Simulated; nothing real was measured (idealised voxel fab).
The process module presented herein is designated voxel ribs on slabs.
The cross-section shown here is cut; it is 250 nm wide and divided into square cells measuring 5 nm on a side.
A cross-section is written here as square cells arranged in a grid, and it is given in bands from the top down, each band taking up one or more rows of cells.
Basically the band line says how high the top is and how high the bottom is, in nm, and then what's in it from left to right, every material with its width in nm. Empty space shows up as "air", and if a single material carries "throughout" it runs the full band edge to edge.
All heights in this document are referenced to 0, defined as the level beneath which the wafer, as received, consists entirely of one material. The lowest band is not bounded below; it extends indefinitely downward and is written in the form "from 0 down".
The two numbers in a width such as "30 to 40" mark its ends across the band: the first belongs to the top row of cells, the second to the bottom row, and from each row to the next the width moves by the same amount.
"remains unaltered", as given for a step, is the statement that not any cell of the cross-section underwent a change during that step.
The entry "Closed voids list" lists the empty spaces that cover at least 8 cells and have no open path to the top. Each is written as width x height at distance, where the distance is measured from the left edge and all three values are in nm.
Step line, after settings: the simulator's comment on this step.
overlay nm: right-of-plan distance of the mask on a masked step; negative values mean left-of-plan.
Every pair from here on: before one process step, after it. The after cross-section reaches only to the lowest band that changed. Below the pair: the step in between and its settings. Pairs can belong to different runs of this module on the same starting wafer; a pair carries on from the pair above only if the entry headed "State on entry" says so.
# State on entry
  from 0 down: Si throughout
  Closed voids list: none
# As Processed
  from 25 to 0: SiO2 throughout
  Everything below 0 is unchanged.
  Closed voids list: none
Step sandwiched between the two cross-sections above: DIRECTIONAL_DEP | material SiO2 | thk nm 25
State on entry: we pick up right where the pair above leaves off, with its after cross-section.
# As Processed
  from 40 to 25: polySi throughout
  Everything below 25 is unchanged.
  Closed voids list: none
Step sandwiched between the two cross-sections above: DIRECTIONAL_DEP | material polySi | thk nm 15
State on entry: we pick up right where the pair above leaves off, with its after cross-section.
# As Processed
  from 55 to 40: aC throughout
  Everything below 40 is unchanged.
  Closed voids list: none
Step sandwiched between the two cross-sections above: DIRECTIONAL_DEP | material aC | thk nm 15
State on entry: we pick up right where the pair above leaves off, with its after cross-section.
# As Processed
  from 90 to 55: 115 of air / 20 of resist / 115 of air
  Everything below 55 is unchanged.
  Closed voids list: none
Step sandwiched between the two cross-sections above: PATTERN | tone cover | mask id RIB | material resist | width nm 20 | thk nm 35 | overlay nm 0
State on entry: we pick up right where the pair above leaves off, with its after cross-section.
# As Processed
  from 75 to 55: 115 of air / 20 of resist / 115 of air
  from 55 to 40: 115 of air / 20 of aC / 115 of air
  Everything below 40 is unchanged.
  Closed voids list: none
Step sandwiched between the two cross-sections above: DIRECTIONAL_ETCH | etch materials aC | depth nm 15
State on entry: we pick up right where the pair above leaves off, with its after cross-section.
# As Processed
  from 55 to 40: 115 of air / 20 of aC / 115 of air
  Everything below 40 is unchanged.
  Closed voids list: none
Step sandwiched between the two cross-sections above: STRIP | etch materials resist
State on entry: we pick up right where the pair above leaves off, with its after cross-section.
# As Processed
  from 55 to 40: 115 of air / 20 of aC / 115 of air
  from 40 to 30: 115 of air / 20 of polySi / 115 of air
  Everything below 30 is unchanged.
  Closed voids list: none
Step sandwiched between the two cross-sections above: DIRECTIONAL_ETCH | etch materials polySi | depth nm 10
State on entry: we pick up right where the pair above leaves off, with its after cross-section.
# As Processed
  from 40 to 30: 115 of air / 20 of polySi / 115 of air
  Everything below 30 is unchanged.
  Closed voids list: none
Step sandwiched between the two cross-sections above: STRIP | etch materials aC
State on entry: we pick up right where the pair above leaves off, with its after cross-section.
# As Processed
  from 55 to 40: 100 of air / 50 of resist / 100 of air
  from 40 to 30: 100 of air / 15 of resist / 20 of polySi / 15 of resist / 100 of air
  Everything below 30 is unchanged.
  Closed voids list: none
Step sandwiched between the two cross-sections above: PATTERN | tone cover | mask id SLAB | material resist | width nm 50 | thk nm 15 | overlay nm 0
State on entry: we pick up right where the pair above leaves off, with its after cross-section.
# As Processed
  from 55 to 40: 100 of air / 50 of resist / 100 of air
  from 40 to 30: 100 of air / 15 of resist / 20 of polySi / 15 of resist / 100 of air
  from 30 to 25: 100 of air / 50 of polySi / 100 of air
  Everything below 25 is unchanged.
  Closed voids list: none
Step sandwiched between the two cross-sections above: DIRECTIONAL_ETCH | etch materials polySi | depth nm 5
State on entry: we pick up right where the pair above leaves off, with its after cross-section.
# As Processed
  from 40 to 30: 115 of air / 20 of polySi / 115 of air
  Everything below 30 is unchanged.
  Closed voids list: none
Step sandwiched between the two cross-sections above: STRIP | etch materials resist
State on entry: we pick up right where the pair above leaves off, with its after cross-section.
# As Processed
  from 70 to 40: SiO2 throughout
  from 40 to 30: 115 of SiO2 / 20 of polySi / 115 of SiO2
  from 30 to 25: 100 of SiO2 / 50 of polySi / 100 of SiO2
  Everything below 25 is unchanged.
  Closed voids list: none
Step sandwiched between the two cross-sections above: FILL_DEP | material SiO2 | thk nm 30
State on entry: we pick up right where the pair above leaves off, with its after cross-section.
# As Processed
  from 60 to 40: SiO2 throughout
  Everything below 40 is unchanged.
  Closed voids list: none
Step sandwiched between the two cross-sections above: CMP | height nm 60
State on entry: we pick up right where the pair above leaves off, with its after cross-section.
# As Processed
  from 65 to 60: W throughout
  Everything below 60 is unchanged.
  Closed voids list: none
Step sandwiched between the two cross-sections above: DIRECTIONAL_DEP | material W | thk nm 5
State on entry: we pick up right where the pair above leaves off, with its after cross-section.
# As Processed
  from 85 to 65: 110 of air / 30 of resist / 110 of air
  Everything below 65 is unchanged.
  Closed voids list: none
Step sandwiched between the two cross-sections above: PATTERN | tone cover | mask id HEATER | material resist | width nm 30 | thk nm 20 | overlay nm 0
State on entry: we pick up right where the pair above leaves off, with its after cross-section.
# As Processed
  from 85 to 65: 110 of air / 30 of resist / 110 of air
  from 65 to 60: 110 of air / 30 of W / 110 of air
  Everything below 60 is unchanged.
  Closed voids list: none
Step sandwiched between the two cross-sections above: DIRECTIONAL_ETCH | etch materials W | depth nm 5
State on entry: we pick up right where the pair above leaves off, with its after cross-section.
# As Processed
  from 65 to 60: 110 of air / 30 of W / 110 of air
  Everything below 60 is unchanged.
  Closed voids list: none
Step sandwiched between the two cross-sections above: STRIP | etch materials resist
State on entry: we pick up right where the pair above leaves off, with its after cross-section.
# As Processed
  from 70 to 65: 105 of air / 40 of SiN / 105 of air
  from 65 to 60: 110 of SiN / 30 of W / 110 of SiN
  Everything below 60 is unchanged.
  Closed voids list: none
Step sandwiched between the two cross-sections above: CONFORMAL_DEP | material SiN | thk nm 5
# State on entry
  from 40 to 25: polySi throughout
  from 25 to 0: SiO2 throughout
  from 0 down: Si throughout
  Closed voids list: none
# As Processed
  from 55 to 25: polySi throughout
  Everything below 25 is unchanged.
  Closed voids list: none
Step sandwiched between the two cross-sections above: DIRECTIONAL_DEP | material polySi | thk nm 15
State on entry: we pick up right where the pair above leaves off, with its after cross-section.
# As Processed
  from 70 to 55: aC throughout
  Everything below 55 is unchanged.
  Closed voids list: none
Step sandwiched between the two cross-sections above: DIRECTIONAL_DEP | material aC | thk nm 15
State on entry: we pick up right where the pair above leaves off, with its after cross-section.
# As Processed
  from 105 to 70: 115 of air / 20 of resist / 115 of air
  Everything below 70 is unchanged.
  Closed voids list: none
Step sandwiched between the two cross-sections above: PATTERN | tone cover | mask id RIB | material resist | width nm 20 | thk nm 35 | overlay nm 0
State on entry: we pick up right where the pair above leaves off, with its after cross-section.
# As Processed
  from 90 to 70: 115 of air / 20 of resist / 115 of air
  from 70 to 55: 115 of air / 20 of aC / 115 of air
  Everything below 55 is unchanged.
  Closed voids list: none
Step sandwiched between the two cross-sections above: DIRECTIONAL_ETCH | etch materials aC | depth nm 15
State on entry: we pick up right where the pair above leaves off, with its after cross-section.
# As Processed
  from 70 to 55: 115 of air / 20 of aC / 115 of air
  Everything below 55 is unchanged.
  Closed voids list: none
Step sandwiched between the two cross-sections above: STRIP | etch materials resist
State on entry: we pick up right where the pair above leaves off, with its after cross-section.
# As Processed
  from 70 to 55: 115 of air / 20 of aC / 115 of air
  from 55 to 45: 115 of air / 20 of polySi / 115 of air
  Everything below 45 is unchanged.
  Closed voids list: none
Step sandwiched between the two cross-sections above: DIRECTIONAL_ETCH | etch materials polySi | depth nm 10
State on entry: we pick up right where the pair above leaves off, with its after cross-section.
# As Processed
  from 55 to 45: 115 of air / 20 of polySi / 115 of air
  Everything below 45 is unchanged.
  Closed voids list: none
Step sandwiched between the two cross-sections above: STRIP | etch materials aC
State on entry: we pick up right where the pair above leaves off, with its after cross-section.
# As Processed
  from 70 to 55: 100 of air / 50 of resist / 100 of air
  from 55 to 45: 100 of air / 15 of resist / 20 of polySi / 15 of resist / 100 of air
  Everything below 45 is unchanged.
  Closed voids list: none
Step sandwiched between the two cross-sections above: PATTERN | tone cover | mask id SLAB | material resist | width nm 50 | thk nm 15 | overlay nm 0
State on entry: we pick up right where the pair above leaves off, with its after cross-section.
# As Processed
  from 70 to 55: 100 of air / 50 of resist / 100 of air
  from 55 to 45: 100 of air / 15 of resist / 20 of polySi / 15 of resist / 100 of air
  from 45 to 40: 100 of air / 50 of polySi / 100 of air
  Everything below 40 is unchanged.
  Closed voids list: none
Step sandwiched between the two cross-sections above: DIRECTIONAL_ETCH | etch materials polySi | depth nm 5
State on entry: we pick up right where the pair above leaves off, with its after cross-section.
# As Processed
  from 55 to 45: 115 of air / 20 of polySi / 115 of air
  Everything below 45 is unchanged.
  Closed voids list: none
Step sandwiched between the two cross-sections above: STRIP | etch materials resist
State on entry: we pick up right where the pair above leaves off, with its after cross-section.
# As Processed
  from 85 to 55: SiO2 throughout
  from 55 to 45: 115 of SiO2 / 20 of polySi / 115 of SiO2
  from 45 to 40: 100 of SiO2 / 50 of polySi / 100 of SiO2
  Everything below 40 is unchanged.
  Closed voids list: none
Step sandwiched between the two cross-sections above: FILL_DEP | material SiO2 | thk nm 30
State on entry: we pick up right where the pair above leaves off, with its after cross-section.
# As Processed
  from 60 to 55: SiO2 throughout
  Everything below 55 is unchanged.
  Closed voids list: none
Step sandwiched between the two cross-sections above: CMP | height nm 60
State on entry: we pick up right where the pair above leaves off, with its after cross-section.
# As Processed
  from 65 to 60: W throughout
  Everything below 60 is unchanged.
  Closed voids list: none
Step sandwiched between the two cross-sections above: DIRECTIONAL_DEP | material W | thk nm 5
State on entry: we pick up right where the pair above leaves off, with its after cross-section.
# As Processed
  from 85 to 65: 110 of air / 30 of resist / 110 of air
  Everything below 65 is unchanged.
  Closed voids list: none
Step sandwiched between the two cross-sections above: PATTERN | tone cover | mask id HEATER | material resist | width nm 30 | thk nm 20 | overlay nm 0
State on entry: we pick up right where the pair above leaves off, with its after cross-section.
# As Processed
  from 85 to 65: 110 of air / 30 of resist / 110 of air
  from 65 to 60: 110 of air / 30 of W / 110 of air
  Everything below 60 is unchanged.
  Closed voids list: none
Step sandwiched between the two cross-sections above: DIRECTIONAL_ETCH | etch materials W | depth nm 5
State on entry: we pick up right where the pair above leaves off, with its after cross-section.
# As Processed
  from 65 to 60: 110 of air / 30 of W / 110 of air
  Everything below 60 is unchanged.
  Closed voids list: none
Step sandwiched between the two cross-sections above: STRIP | etch materials resist
State on entry: we pick up right where the pair above leaves off, with its after cross-section.
# As Processed
  from 70 to 65: 105 of air / 40 of SiN / 105 of air
  from 65 to 60: 110 of SiN / 30 of W / 110 of SiN
  Everything below 60 is unchanged.
  Closed voids list: none
Step sandwiched between the two cross-sections above: CONFORMAL_DEP | material SiN | thk nm 5
# State on entry
  from 0 down: Si throughout
  Closed voids list: none
# As Processed
  from 15 to 0: polySi throughout
  Everything below 0 is unchanged.
  Closed voids list: none
Step sandwiched between the two cross-sections above: DIRECTIONAL_DEP | material polySi | thk nm 15
State on entry: we pick up right where the pair above leaves off, with its after cross-section.
# As Processed
  from 40 to 15: SiO2 throughout
  Everything below 15 is unchanged.
  Closed voids list: none
Step sandwiched between the two cross-sections above: DIRECTIONAL_DEP | material SiO2 | thk nm 25
State on entry: we pick up right where the pair above leaves off, with its after cross-section.
# As Processed
  from 55 to 40: aC throughout
  Everything below 40 is unchanged.
  Closed voids list: none
Step sandwiched between the two cross-sections above: DIRECTIONAL_DEP | material aC | thk nm 15
State on entry: we pick up right where the pair above leaves off, with its after cross-section.
# As Processed
  from 90 to 55: 115 of air / 20 of resist / 115 of air
  Everything below 55 is unchanged.
  Closed voids list: none
Step sandwiched between the two cross-sections above: PATTERN | tone cover | mask id RIB | material resist | width nm 20 | thk nm 35 | overlay nm 0
State on entry: we pick up right where the pair above leaves off, with its after cross-section.
# As Processed
  from 75 to 55: 115 of air / 20 of resist / 115 of air
  from 55 to 40: 115 of air / 20 of aC / 115 of air
  Everything below 40 is unchanged.
  Closed voids list: none
Step sandwiched between the two cross-sections above: DIRECTIONAL_ETCH | etch materials aC | depth nm 15
State on entry: we pick up right where the pair above leaves off, with its after cross-section.
# As Processed
  from 55 to 40: 115 of air / 20 of aC / 115 of air
  Everything below 40 is unchanged.
  Closed voids list: none
Step sandwiched between the two cross-sections above: STRIP | etch materials resist
State on entry: we pick up right where the pair above leaves off, with its after cross-section.
# As Processed
  from 40 to 15: SiO2 throughout
  Everything below 15 is unchanged.
  Closed voids list: none
Step sandwiched between the two cross-sections above: STRIP | etch materials aC
State on entry: we pick up right where the pair above leaves off, with its after cross-section.
# As Processed
  from 55 to 40: 100 of air / 50 of resist / 100 of air
  Everything below 40 is unchanged.
  Closed voids list: none
Step sandwiched between the two cross-sections above: PATTERN | tone cover | mask id SLAB | material resist | width nm 50 | thk nm 15 | overlay nm 0
State on entry: we pick up right where the pair above leaves off, with its after cross-section.
# As Processed
  from 40 to 15: SiO2 throughout
  Everything below 15 is unchanged.
  Closed voids list: none
Step sandwiched between the two cross-sections above: STRIP | etch materials resist
State on entry: we pick up right where the pair above leaves off, with its after cross-section.
# As Processed
  from 70 to 15: SiO2 throughout
  Everything below 15 is unchanged.
  Closed voids list: none
Step sandwiched between the two cross-sections above: FILL_DEP | material SiO2 | thk nm 30
State on entry: we pick up right where the pair above leaves off, with its after cross-section.
# As Processed
  from 60 to 15: SiO2 throughout
  Everything below 15 is unchanged.
  Closed voids list: none
Step sandwiched between the two cross-sections above: CMP | height nm 60
State on entry: we pick up right where the pair above leaves off, with its after cross-section.
# As Processed
  from 65 to 60: W throughout
  Everything below 60 is unchanged.
  Closed voids list: none
Step sandwiched between the two cross-sections above: DIRECTIONAL_DEP | material W | thk nm 5
State on entry: we pick up right where the pair above leaves off, with its after cross-section.
# As Processed
  from 85 to 65: 110 of air / 30 of resist / 110 of air
  Everything below 65 is unchanged.
  Closed voids list: none
Step sandwiched between the two cross-sections above: PATTERN | tone cover | mask id HEATER | material resist | width nm 30 | thk nm 20 | overlay nm 0
State on entry: we pick up right where the pair above leaves off, with its after cross-section.
# As Processed
  from 85 to 65: 110 of air / 30 of resist / 110 of air
  from 65 to 60: 110 of air / 30 of W / 110 of air
  Everything below 60 is unchanged.
  Closed voids list: none
Step sandwiched between the two cross-sections above: DIRECTIONAL_ETCH | etch materials W | depth nm 5
State on entry: we pick up right where the pair above leaves off, with its after cross-section.
# As Processed
  from 65 to 60: 110 of air / 30 of W / 110 of air
  Everything below 60 is unchanged.
  Closed voids list: none
Step sandwiched between the two cross-sections above: STRIP | etch materials resist
State on entry: we pick up right where the pair above leaves off, with its after cross-section.
# As Processed
  from 70 to 65: 105 of air / 40 of SiN / 105 of air
  from 65 to 60: 110 of SiN / 30 of W / 110 of SiN
  Everything below 60 is unchanged.
  Closed voids list: none
Step sandwiched between the two cross-sections above: CONFORMAL_DEP | material SiN | thk nm 5
# State on entry
  from 65 to 60: 110 of air / 30 of W / 110 of air
  from 60 to 40: SiO2 throughout
  from 40 to 30: 115 of SiO2 / 20 of polySi / 115 of SiO2
  from 30 to 25: 100 of SiO2 / 50 of polySi / 100 of SiO2
  from 25 to 0: SiO2 throughout
  from 0 down: Si throughout
  Closed voids list: none
# As Processed
  from 80 to 75: 95 of air / 60 of SiN / 95 of air
  from 75 to 65: SiN throughout
  from 65 to 60: 110 of SiN / 30 of W / 110 of SiN
  Everything below 60 is unchanged.
  Closed voids list: none
Step sandwiched between the two cross-sections above: CONFORMAL_DEP | material SiN | thk nm 15
# State on entry
  from 40 to 30: 115 of air / 20 of polySi / 115 of air
  from 30 to 25: polySi throughout
  from 25 to 0: SiO2 throughout
  from 0 down: Si throughout
  Closed voids list: none
# As Processed
  from 55 to 40: 105 of air / 40 of resist / 105 of air
  from 40 to 30: 105 of air / 10 of resist / 20 of polySi / 10 of resist / 105 of air
  Everything below 30 is unchanged.
  Closed voids list: none
Step sandwiched between the two cross-sections above: PATTERN | tone cover | mask id SLAB | material resist | width nm 40 | thk nm 15 | overlay nm 0
State on entry: we pick up right where the pair above leaves off, with its after cross-section.
# As Processed
  from 55 to 40: 105 of air / 40 of resist / 105 of air
  from 40 to 30: 105 of air / 10 of resist / 20 of polySi / 10 of resist / 105 of air
  from 30 to 25: 105 of air / 40 of polySi / 105 of air
  Everything below 25 is unchanged.
  Closed voids list: none
Step sandwiched between the two cross-sections above: DIRECTIONAL_ETCH | etch materials polySi | depth nm 5
State on entry: we pick up right where the pair above leaves off, with its after cross-section.
# As Processed
  from 40 to 30: 115 of air / 20 of polySi / 115 of air
  Everything below 30 is unchanged.
  Closed voids list: none
Step sandwiched between the two cross-sections above: STRIP | etch materials resist
State on entry: we pick up right where the pair above leaves off, with its after cross-section.
# As Processed
  from 70 to 40: SiO2 throughout
  from 40 to 30: 115 of SiO2 / 20 of polySi / 115 of SiO2
  from 30 to 25: 105 of SiO2 / 40 of polySi / 105 of SiO2
  Everything below 25 is unchanged.
  Closed voids list: none
Step sandwiched between the two cross-sections above: FILL_DEP | material SiO2 | thk nm 30
State on entry: we pick up right where the pair above leaves off, with its after cross-section.
# As Processed
  from 60 to 40: SiO2 throughout
  Everything below 40 is unchanged.
  Closed voids list: none
Step sandwiched between the two cross-sections above: CMP | height nm 60
State on entry: we pick up right where the pair above leaves off, with its after cross-section.
# As Processed
  from 65 to 60: W throughout
  Everything below 60 is unchanged.
  Closed voids list: none
Step sandwiched between the two cross-sections above: DIRECTIONAL_DEP | material W | thk nm 5
State on entry: we pick up right where the pair above leaves off, with its after cross-section.
# As Processed
  from 85 to 65: 110 of air / 30 of resist / 110 of air
  Everything below 65 is unchanged.
  Closed voids list: none
Step sandwiched between the two cross-sections above: PATTERN | tone cover | mask id HEATER | material resist | width nm 30 | thk nm 20 | overlay nm 0
State on entry: we pick up right where the pair above leaves off, with its after cross-section.
# As Processed
  from 85 to 65: 110 of air / 30 of resist / 110 of air
  from 65 to 60: 110 of air / 30 of W / 110 of air
  Everything below 60 is unchanged.
  Closed voids list: none
Step sandwiched between the two cross-sections above: DIRECTIONAL_ETCH | etch materials W | depth nm 5
State on entry: we pick up right where the pair above leaves off, with its after cross-section.
# As Processed
  from 65 to 60: 110 of air / 30 of W / 110 of air
  Everything below 60 is unchanged.
  Closed voids list: none
Step sandwiched between the two cross-sections above: STRIP | etch materials resist
State on entry: we pick up right where the pair above leaves off, with its after cross-section.
# As Processed
  from 70 to 65: 105 of air / 40 of SiN / 105 of air
  from 65 to 60: 110 of SiN / 30 of W / 110 of SiN
  Everything below 60 is unchanged.
  Closed voids list: none
Step sandwiched between the two cross-sections above: CONFORMAL_DEP | material SiN | thk nm 5
# State on entry
  from 55 to 40: aC throughout
  from 40 to 25: polySi throughout
  from 25 to 0: SiO2 throughout
  from 0 down: Si throughout
  Closed voids list: none
# As Processed
  from 90 to 55: 120 of air / 20 of resist / 110 of air
  Everything below 55 is unchanged.
  Closed voids list: none
Step sandwiched between the two cross-sections above: PATTERN | tone cover | mask id RIB | material resist | width nm 20 | thk nm 35 | overlay nm 5
State on entry: we pick up right where the pair above leaves off, with its after cross-section.
# As Processed
  from 75 to 55: 120 of air / 20 of resist / 110 of air
  from 55 to 40: 120 of air / 20 of aC / 110 of air
  Everything below 40 is unchanged.
  Closed voids list: none
Step sandwiched between the two cross-sections above: DIRECTIONAL_ETCH | etch materials aC | depth nm 15
State on entry: we pick up right where the pair above leaves off, with its after cross-section.
# As Processed
  from 55 to 40: 120 of air / 20 of aC / 110 of air
  Everything below 40 is unchanged.
  Closed voids list: none
Step sandwiched between the two cross-sections above: STRIP | etch materials resist
State on entry: we pick up right where the pair above leaves off, with its after cross-section.
# As Processed
  from 55 to 40: 120 of air / 20 of aC / 110 of air
  from 40 to 30: 120 of air / 20 of polySi / 110 of air
  Everything below 30 is unchanged.
  Closed voids list: none
Step sandwiched between the two cross-sections above: DIRECTIONAL_ETCH | etch materials polySi | depth nm 10
State on entry: we pick up right where the pair above leaves off, with its after cross-section.
# As Processed
  from 40 to 30: 120 of air / 20 of polySi / 110 of air
  Everything below 30 is unchanged.
  Closed voids list: none
Step sandwiched between the two cross-sections above: STRIP | etch materials aC
State on entry: we pick up right where the pair above leaves off, with its after cross-section.
# As Processed
  from 55 to 40: 100 of air / 50 of resist / 100 of air
  from 40 to 30: 100 of air / 20 of resist / 20 of polySi / 10 of resist / 100 of air
  Everything below 30 is unchanged.
  Closed voids list: none
Step sandwiched between the two cross-sections above: PATTERN | tone cover | mask id SLAB | material resist | width nm 50 | thk nm 15 | overlay nm 0
State on entry: we pick up right where the pair above leaves off, with its after cross-section.
# As Processed
  from 55 to 40: 100 of air / 50 of resist / 100 of air
  from 40 to 30: 100 of air / 20 of resist / 20 of polySi / 10 of resist / 100 of air
  from 30 to 25: 100 of air / 50 of polySi / 100 of air
  Everything below 25 is unchanged.
  Closed voids list: none
Step sandwiched between the two cross-sections above: DIRECTIONAL_ETCH | etch materials polySi | depth nm 5
State on entry: we pick up right where the pair above leaves off, with its after cross-section.
# As Processed
  from 40 to 30: 120 of air / 20 of polySi / 110 of air
  Everything below 30 is unchanged.
  Closed voids list: none
Step sandwiched between the two cross-sections above: STRIP | etch materials resist
State on entry: we pick up right where the pair above leaves off, with its after cross-section.
# As Processed
  from 70 to 40: SiO2 throughout
  from 40 to 30: 120 of SiO2 / 20 of polySi / 110 of SiO2
  from 30 to 25: 100 of SiO2 / 50 of polySi / 100 of SiO2
  Everything below 25 is unchanged.
  Closed voids list: none
Step sandwiched between the two cross-sections above: FILL_DEP | material SiO2 | thk nm 30
State on entry: we pick up right where the pair above leaves off, with its after cross-section.
# As Processed
  from 60 to 40: SiO2 throughout
  Everything below 40 is unchanged.
  Closed voids list: none
Step sandwiched between the two cross-sections above: CMP | height nm 60
State on entry: we pick up right where the pair above leaves off, with its after cross-section.
# As Processed
  from 65 to 60: W throughout
  Everything below 60 is unchanged.
  Closed voids list: none
Step sandwiched between the two cross-sections above: DIRECTIONAL_DEP | material W | thk nm 5
State on entry: we pick up right where the pair above leaves off, with its after cross-section.
# As Processed
  from 85 to 65: 110 of air / 30 of resist / 110 of air
  Everything below 65 is unchanged.
  Closed voids list: none
Step sandwiched between the two cross-sections above: PATTERN | tone cover | mask id HEATER | material resist | width nm 30 | thk nm 20 | overlay nm 0
State on entry: we pick up right where the pair above leaves off, with its after cross-section.
# As Processed
  from 85 to 65: 110 of air / 30 of resist / 110 of air
  from 65 to 60: 110 of air / 30 of W / 110 of air
  Everything below 60 is unchanged.
  Closed voids list: none
Step sandwiched between the two cross-sections above: DIRECTIONAL_ETCH | etch materials W | depth nm 5
State on entry: we pick up right where the pair above leaves off, with its after cross-section.
# As Processed
  from 65 to 60: 110 of air / 30 of W / 110 of air
  Everything below 60 is unchanged.
  Closed voids list: none
Step sandwiched between the two cross-sections above: STRIP | etch materials resist
State on entry: we pick up right where the pair above leaves off, with its after cross-section.
# As Processed
  from 70 to 65: 105 of air / 40 of SiN / 105 of air
  from 65 to 60: 110 of SiN / 30 of W / 110 of SiN
  Everything below 60 is unchanged.
  Closed voids list: none
Step sandwiched between the two cross-sections above: CONFORMAL_DEP | material SiN | thk nm 5
# State on entry
  from 60 to 40: SiO2 throughout
  from 40 to 30: 115 of SiO2 / 20 of polySi / 115 of SiO2
  from 30 to 25: 100 of SiO2 / 50 of polySi / 100 of SiO2
  from 25 to 0: SiO2 throughout
  from 0 down: Si throughout
  Closed voids list: none
# As Processed
  from 65 to 60: SiN throughout
  Everything below 60 is unchanged.
  Closed voids list: none
Step sandwiched between the two cross-sections above: DIRECTIONAL_DEP | material SiN | thk nm 5
State on entry: we pick up right where the pair above leaves off, with its after cross-section.
# As Processed
  from 85 to 65: 110 of air / 30 of resist / 110 of air
  Everything below 65 is unchanged.
  Closed voids list: none
Step sandwiched between the two cross-sections above: PATTERN | tone cover | mask id HEATER | material resist | width nm 30 | thk nm 20 | overlay nm 0
State on entry: we pick up right where the pair above leaves off, with its after cross-section.
# As Processed
  from 65 to 60: SiN throughout
  Everything below 60 is unchanged.
  Closed voids list: none
Step sandwiched between the two cross-sections above: STRIP | etch materials resist
State on entry: we pick up right where the pair above leaves off, with its after cross-section.
# As Processed
  from 70 to 60: SiN throughout
  Everything below 60 is unchanged.
  Closed voids list: none
Step sandwiched between the two cross-sections above: CONFORMAL_DEP | material SiN | thk nm 5
# State on entry
  from 40 to 30: 115 of air / 20 of polySi / 115 of air
  from 30 to 25: polySi throughout
  from 25 to 0: SiO2 throughout
  from 0 down: Si throughout
  Closed voids list: none
# As Processed
  from 55 to 40: 100 of resist / 50 of air / 100 of resist
  from 40 to 30: 100 of resist / 15 of air / 20 of polySi / 15 of air / 100 of resist
  Everything below 30 is unchanged.
  Closed voids list: none
Step sandwiched between the two cross-sections above: PATTERN | tone open | mask id SLAB | material resist | width nm 50 | thk nm 15 | overlay nm 0
State on entry: we pick up right where the pair above leaves off, with its after cross-section.
# As Processed
  from 55 to 35: 100 of resist / 50 of air / 100 of resist
  from 35 to 30: 100 of resist / 15 of air / 20 of polySi / 15 of air / 100 of resist
  from 30 to 25: 100 of polySi / 15 of air / 20 of polySi / 15 of air / 100 of polySi
  Everything below 25 is unchanged.
  Closed voids list: none
Step sandwiched between the two cross-sections above: DIRECTIONAL_ETCH | etch materials polySi | depth nm 5
State on entry: we pick up right where the pair above leaves off, with its after cross-section.
# As Processed
  from 35 to 30: 115 of air / 20 of polySi / 115 of air
  Everything below 30 is unchanged.
  Closed voids list: none
Step sandwiched between the two cross-sections above: STRIP | etch materials resist
State on entry: we pick up right where the pair above leaves off, with its after cross-section.
# As Processed
  from 65 to 35: SiO2 throughout
  from 35 to 30: 115 of SiO2 / 20 of polySi / 115 of SiO2
  from 30 to 25: 100 of polySi / 15 of SiO2 / 20 of polySi / 15 of SiO2 / 100 of polySi
  Everything below 25 is unchanged.
  Closed voids list: none
Step sandwiched between the two cross-sections above: FILL_DEP | material SiO2 | thk nm 30
State on entry: we pick up right where the pair above leaves off, with its after cross-section.
# As Processed
  from 60 to 35: SiO2 throughout
  Everything below 35 is unchanged.
  Closed voids list: none
Step sandwiched between the two cross-sections above: CMP | height nm 60
State on entry: we pick up right where the pair above leaves off, with its after cross-section.
# As Processed
  from 65 to 60: W throughout
  Everything below 60 is unchanged.
  Closed voids list: none
Step sandwiched between the two cross-sections above: DIRECTIONAL_DEP | material W | thk nm 5
State on entry: we pick up right where the pair above leaves off, with its after cross-section.
# As Processed
  from 85 to 65: 110 of air / 30 of resist / 110 of air
  Everything below 65 is unchanged.
  Closed voids list: none
Step sandwiched between the two cross-sections above: PATTERN | tone cover | mask id HEATER | material resist | width nm 30 | thk nm 20 | overlay nm 0
State on entry: we pick up right where the pair above leaves off, with its after cross-section.
# As Processed
  from 85 to 65: 110 of air / 30 of resist / 110 of air
  from 65 to 60: 110 of air / 30 of W / 110 of air
  Everything below 60 is unchanged.
  Closed voids list: none
Step sandwiched between the two cross-sections above: DIRECTIONAL_ETCH | etch materials W | depth nm 5
State on entry: we pick up right where the pair above leaves off, with its after cross-section.
# As Processed
  from 65 to 60: 110 of air / 30 of W / 110 of air
  Everything below 60 is unchanged.
  Closed voids list: none
Step sandwiched between the two cross-sections above: STRIP | etch materials resist
State on entry: we pick up right where the pair above leaves off, with its after cross-section.
# As Processed
  from 70 to 65: 105 of air / 40 of SiN / 105 of air
  from 65 to 60: 110 of SiN / 30 of W / 110 of SiN
  Everything below 60 is unchanged.
  Closed voids list: none
Step sandwiched between the two cross-sections above: CONFORMAL_DEP | material SiN | thk nm 5
